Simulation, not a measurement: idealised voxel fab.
The following process module bears the name voxel capacitor over wiring.
In the cross-section labelled cut, the width is 175 nm and each square cell is 5 nm.
Notation: cross-section as square-cell grid; stated in bands, top first, going down; one or more cell rows per band.
Read a band's entry like this: the first values are the height of its top and the height of its bottom in nm, and what follows is the sequence of materials from left to right, each with its width in nm. Note that "blank" is empty space, and that a single material marked "all across" reaches across the band from edge to edge.
Measure heights from 0. That's the level where, below it, the as-received wafer is all one material. The lowest band is bottomless and extends downward; write it as in "0 and below".
Width: "30..40" (first number = top row, second number = bottom row, same change from row to row of cells).
"everything unchanged", as given for a step, is the statement that not any cell of the cross-section underwent a change during that step.
"Closed internal voids" - sealed voids, min. 8 cells, no opening to top; format: width x height at distance (distance from left edge; nm throughout).
What comes after the settings on a step's line is commentary from the simulator itself on that step.
Regarding "overlay nm": on a step with a mask, it is the distance the mask lay to the right of its planned place; a negative value places it to the left.

PROCESS STEPS FORESEEN IN THE PLAN
1. op RECEIVE | material Si
2. op CONFORMAL_DEP | material SiO2 | thk nm 10
3. op CONFORMAL_DEP | material SiN | thk nm 5
4. op DIRECTIONAL_DEP | material lowk | thk nm 25
5. op MASKED_ETCH | tone open | mask id METAL_1 | width nm 20 | pitch nm 75 | etch materials lowk | depth nm 25 | overlay nm 0
6. op MASKED_ETCH | tone open | mask id METAL_1 | width nm 20 | pitch nm 75 | etch materials SiN | depth nm 5 | overlay nm 0
7. op CONFORMAL_DEP | material TiN | thk nm 5
8. op FILL_DEP | material Cu | thk nm 10
9. op CMP | height nm 40
10. op EPI | material Ru | thk nm 5
11. op FILL_DEP | material SiCN | thk nm 5
12. op DIRECTIONAL_DEP | material lowk | thk nm 20
13. op PATTERN | tone open | mask id PLUG_1 | material resist | width nm 15 | thk nm 15 | overlay nm 0
14. op DIRECTIONAL_ETCH | etch materials lowk | depth nm 20
15. op DIRECTIONAL_ETCH | etch materials SiCN | depth nm 5
16. op STRIP | etch materials resist
17. op CONFORMAL_DEP | material TiN | thk nm 5
18. op FILL_DEP | material Cu | thk nm 10
19. op CMP | height nm 70
20. op DIRECTIONAL_DEP | material TiN | thk nm 10
21. op DIRECTIONAL_DEP | material SiN | thk nm 5
22. op DIRECTIONAL_DEP | material TiN | thk nm 10
23. op DIRECTIONAL_DEP | material aC | thk nm 15
24. op PATTERN | tone cover | mask id UPPER_PLATE | material resist | width nm 60 | thk nm 35 | overlay nm 0
25. op DIRECTIONAL_ETCH | etch materials aC | depth nm 15
26. op STRIP | etch materials resist
27. op DIRECTIONAL_ETCH | etch materials TiN | depth nm 10
28. op DIRECTIONAL_ETCH | etch materials SiN | depth nm 5
29. op STRIP | etch materials aC
30. op DIRECTIONAL_DEP | material aC | thk nm 15
31. op PATTERN | tone cover | mask id LOWER_PLATE | material resist | width nm 70 | thk nm 30 | overlay nm 0
32. op DIRECTIONAL_ETCH | etch materials aC | depth nm 15
33. op STRIP | etch materials resist
34. op DIRECTIONAL_ETCH | etch materials TiN | depth nm 10
35. op STRIP | etch materials aC
36. op FILL_DEP | material SiO2 | thk nm 15
37. op CMP | height nm 105
38. op MASKED_ETCH | tone open | mask id PLUG_2 | width nm 15 | etch materials SiO2 | depth nm 10 | overlay nm 0
39. op CONFORMAL_DEP | material TiN | thk nm 5
40. op FILL_DEP | material Ru | thk nm 5
41. op CMP | height nm 105
42. op CONFORMAL_DEP | material SiCN | thk nm 5

WAFER AS RECEIVED: CROSS-SECTION FOLLOWING STEP 1
- 0 and below  Si all across
- Closed internal voids: none

WAFER CROSS-SECTION AT MODULE END: FIRST OF TWO, RUN TO PLAN
- 110 down to 105  SiCN all across
- 105 down to 100  SiO2: 55 / TiN: 5 / Ru: 5 / TiN: 5 / SiO2: 105
- 100 down to 95  SiO2: 55 / TiN: 15 / SiO2: 105
- 95 down to 85  SiO2: 45 / TiN: 60 / SiO2: 70
- 85 down to 80  SiO2: 45 / SiN: 60 / SiO2: 70
- 80 down to 70  SiO2: 40 / TiN: 70 / SiO2: 65
- 70 down to 50  lowk: 45 / TiN: 5 / Cu: 5 / TiN: 5 / lowk: 115
- 50 down to 45  SiCN: 45 / TiN: 15 / SiCN: 115
- 45 down to 40  SiCN: 35 / Ru: 30 / SiCN: 45 / Ru: 30 / SiCN: 35
- 40 down to 15  lowk: 40 / TiN: 5 / Cu: 10 / TiN: 5 / lowk: 55 / TiN: 5 / Cu: 10 / TiN: 5 / lowk: 40
- 15 down to 10  SiN: 40 / TiN: 20 / SiN: 55 / TiN: 20 / SiN: 40
- 10 down to 0  SiO2 all across
- 0 and below  Si all across
- Closed internal voids: none

WAFER TWO (OF TWO), END-OF-MODULE CROSS-SECTION: START = WAFER ONE, PLAN = WAFER ONE, ONE RUN MISTAKE
- 110 down to 105  SiCN all across
- 105 down to 100  SiO2: 55 / TiN: 5 / Ru: 5 / TiN: 5 / SiO2: 105
- 100 down to 95  SiO2: 55 / TiN: 15 / SiO2: 105
- 95 down to 85  SiO2: 45 / TiN: 60 / SiO2: 70
- 85 down to 80  SiO2: 45 / SiN: 60 / SiO2: 70
- 80 down to 70  SiO2: 45 / TiN: 65 / SiO2: 65
- 70 down to 50  lowk: 45 / TiN: 5 / Cu: 5 / TiN: 5 / lowk: 115
- 50 down to 45  SiCN: 45 / TiN: 15 / SiCN: 115
- 45 down to 40  SiCN: 35 / Ru: 30 / SiCN: 45 / Ru: 30 / SiCN: 35
- 40 down to 15  lowk: 40 / TiN: 5 / Cu: 10 / TiN: 5 / lowk: 55 / TiN: 5 / Cu: 10 / TiN: 5 / lowk: 40
- 15 down to 10  SiN: 40 / TiN: 20 / SiN: 55 / TiN: 20 / SiN: 40
- 10 down to 0  SiO2 all across
- 0 and below  Si all across
- Closed internal voids: none
Plan not followed: step 31 deviated from plan and actually ran as op PATTERN | tone cover | mask id LOWER_PLATE | material resist | width nm 65 | thk nm 30 | overlay nm 0
Count the cells at the end and the second wafer has more or fewer of some materials than the first: SiO2 +2 | TiN -2
